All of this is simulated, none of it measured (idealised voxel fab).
process module | voxel released beams
cross-section cut | 180 nm wide | cells 5 nm
A cross-section is a grid of square cells, given in bands from the top down. A band is one or more rows of cells.
Each band's line starts with the height of the band's top and of its bottom, in nm. Then come its materials from left to right, each with its width in nm. One material with "throughout" fills the band from edge to edge. "air" is empty space.
Height 0 is the level under which the wafer as received is all one material. The lowest band goes on downwards, as in "0 down".
A width such as "30 to 40" changes by the same amount from each row of cells to the next, from the band's top row to its bottom row.
"no change" after a step means that no cell of the cross-section changed.
closed voids: empty space of 8 cells or more with no open way to the top, each as width x height at its distance from the left edge, in nm
after a step's settings: what the simulator itself notes on the step
overlay nm, on a step with a mask: how far to the right of its planned place the mask lay; to the left if negative
plan
1 op RECEIVE | material Si
2 op CONFORMAL_DEP | material Al2O3 | thk nm 5
3 op DIRECTIONAL_DEP | material SiO2 | thk nm 20
4 op MASKED_ETCH | tone open | mask id ANCHOR | width nm 40 | etch materials SiO2 | depth nm 20 | overlay nm 0
5 op CONFORMAL_DEP | material SiN | thk nm 15
6 op PATTERN | tone cover | mask id BEAM | material resist | width nm 105 | thk nm 15 | overlay nm 0
7 op DIRECTIONAL_ETCH | etch materials SiN | depth nm 15
8 op STRIP | etch materials resist
9 op STRIP | etch materials SiO2
as received, after step 1
  0 down: Si throughout
  closed voids: none
first wafer at the end, as planned
  40 to 25: air 35 | SiN 20 | air 10 | SiN 75 | air 40
  25 to 20: air 40 | SiN 15 | air 10 | SiN 15 | air 100
  20 to 5: air 40 | SiN 40 | air 100
  5 to 0: Al2O3 throughout
  0 down: Si throughout
  closed voids: none
second wafer at the end: like start, like plan, one mistake
  40 to 25: Al2O3 55 | air 10 | Al2O3 115
  25 to 20: SiO2 40 | Al2O3 15 | air 10 | Al2O3 15 | SiO2 100
  20 to 5: SiO2 40 | Al2O3 40 | SiO2 100
  5 to 0: Al2O3 throughout
  0 down: Si throughout
  closed voids: none
what went wrong: step 5 ran as: op CONFORMAL_DEP | material Al2O3 | thk nm 15
at the end the second wafer has, in cells: 132 more of Al2O3 | 87 fewer of SiN | 112 more of SiO2
